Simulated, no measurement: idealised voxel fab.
Process module, titled voxel trench capacitor
Square cells of 5 nm make up the cross-section cut, whose width is 260 nm.
In what follows, cross-sections appear as grids of square cells, described through bands that run from the top down, where every band is one or more rows of cells.
This entry defines a band. It first specifies the height of the band's top and the height of its bottom in nm, and then specifies the band's materials from left to right, stating each material with its width in nm. The word "everywhere" identifies a single material that fills the band from edge to edge, while the word "empty" identifies empty space.
Note: height 0 marks the level under which the wafer is uniformly one material as received. Lowest band unbounded below, written "0 down".
Top row gets the first number, bottom row gets the second, and each row in between changes by the same step: that is how a band width like "30->40" works.
No cell of the cross-section changed in a step that is given as "remained unchanged".
Entry "Closed void roster". Content: empty spaces with no open connection to the top, size 8 cells or greater. Each: width x height at distance. Distance: from left edge. Unit: nm.
The remark found on a step's line after its settings is issued by the simulator itself and pertains to that step.
"overlay nm", when on a step's line for a step with a mask, measures how far to the right of its planned place the mask lay; a negative measure means to the left.

So here's the lineup of process steps we planned
step 1: RECEIVE (material Si)
step 2: CONFORMAL_DEP (material SiN; thk nm 10)
step 3: DIRECTIONAL_DEP (material aC; thk nm 15)
step 4: PATTERN (tone open; mask id TRENCH; material resist; width nm 20; pitch nm 55; thk nm 30; overlay nm 0)
step 5: DIRECTIONAL_ETCH (etch materials aC; depth nm 15)
step 6: STRIP (etch materials resist)
step 7: DIRECTIONAL_ETCH (etch materials SiN; depth nm 10)
step 8: DIRECTIONAL_ETCH (etch materials Si; depth nm 30)
step 9: STRIP (etch materials aC)
step 10: CONFORMAL_DEP (material HfO2; thk nm 5)
step 11: CONFORMAL_DEP (material TiN; thk nm 5)
step 12: FILL_DEP (material W; thk nm 10)
step 13: CMP (height nm 10)
Don't read the plan's width nm for step 4 as applying to every wafer: that's the first wafer's value, and the wafers differ in it, though they all start identical.

Received condition of the first of several wafers, sectioned: post-step 1
  0 down: Si everywhere
  Closed void roster: none

At the end of the module, after its last step, step 13, the first of several wafers appears in cross-section as follows
  10 to 0: 35 SiN | 5 HfO2 | 10 TiN | 5 HfO2 | 35 SiN | 5 HfO2 | 10 TiN | 5 HfO2 | 35 SiN | 5 HfO2 | 10 TiN | 5 HfO2 | 35 SiN | 5 HfO2 | 10 TiN | 5 HfO2 | 40 SiN
  0 to -25: 35 Si | 5 HfO2 | 10 TiN | 5 HfO2 | 35 Si | 5 HfO2 | 10 TiN | 5 HfO2 | 35 Si | 5 HfO2 | 10 TiN | 5 HfO2 | 35 Si | 5 HfO2 | 10 TiN | 5 HfO2 | 40 Si
  -25 to -30: 35 Si | 20 HfO2 | 35 Si | 20 HfO2 | 35 Si | 20 HfO2 | 35 Si | 20 HfO2 | 40 Si
  -30 down: Si everywhere
  Closed void roster: none

The final wafer, sectioned at module end
  10 to 0: 25 SiN | 5 HfO2 | 5 TiN | 20 W | 5 TiN | 5 HfO2 | 15 SiN | 5 HfO2 | 5 TiN | 20 W | 5 TiN | 5 HfO2 | 15 SiN | 5 HfO2 | 5 TiN | 20 W | 5 TiN | 5 HfO2 | 15 SiN | 5 HfO2 | 5 TiN | 20 W | 5 TiN | 5 HfO2 | 30 SiN
  0 to -20: 25 Si | 5 HfO2 | 5 TiN | 20 W | 5 TiN | 5 HfO2 | 15 Si | 5 HfO2 | 5 TiN | 20 W | 5 TiN | 5 HfO2 | 15 Si | 5 HfO2 | 5 TiN | 20 W | 5 TiN | 5 HfO2 | 15 Si | 5 HfO2 | 5 TiN | 20 W | 5 TiN | 5 HfO2 | 30 Si
  -20 to -25: 25 Si | 5 HfO2 | 30 TiN | 5 HfO2 | 15 Si | 5 HfO2 | 30 TiN | 5 HfO2 | 15 Si | 5 HfO2 | 30 TiN | 5 HfO2 | 15 Si | 5 HfO2 | 30 TiN | 5 HfO2 | 30 Si
  -25 to -30: 25 Si | 40 HfO2 | 15 Si | 40 HfO2 | 15 Si | 40 HfO2 | 15 Si | 40 HfO2 | 30 Si
  -30 down: Si everywhere
  Closed void roster: none

Basically each wafer gets a line in the table, showing it at the end of the module: material by material, the cells it gained (+) or lost (-) since we got it, then its closed voids
width nm 20; +72 HfO2; -96 Si; +72 SiN; +56 TiN; Closed void roster: none
width nm 25; +76 HfO2; -120 Si; +64 SiN; +60 TiN; +24 W; Closed void roster: none
width nm 30; +80 HfO2; -144 Si; +56 SiN; +64 TiN; +48 W; Closed void roster: none
width nm 35; +84 HfO2; -168 Si; +48 SiN; +68 TiN; +72 W; Closed void roster: none
width nm 40; +88 HfO2; -192 Si; +40 SiN; +72 TiN; +96 W; Closed void roster: none
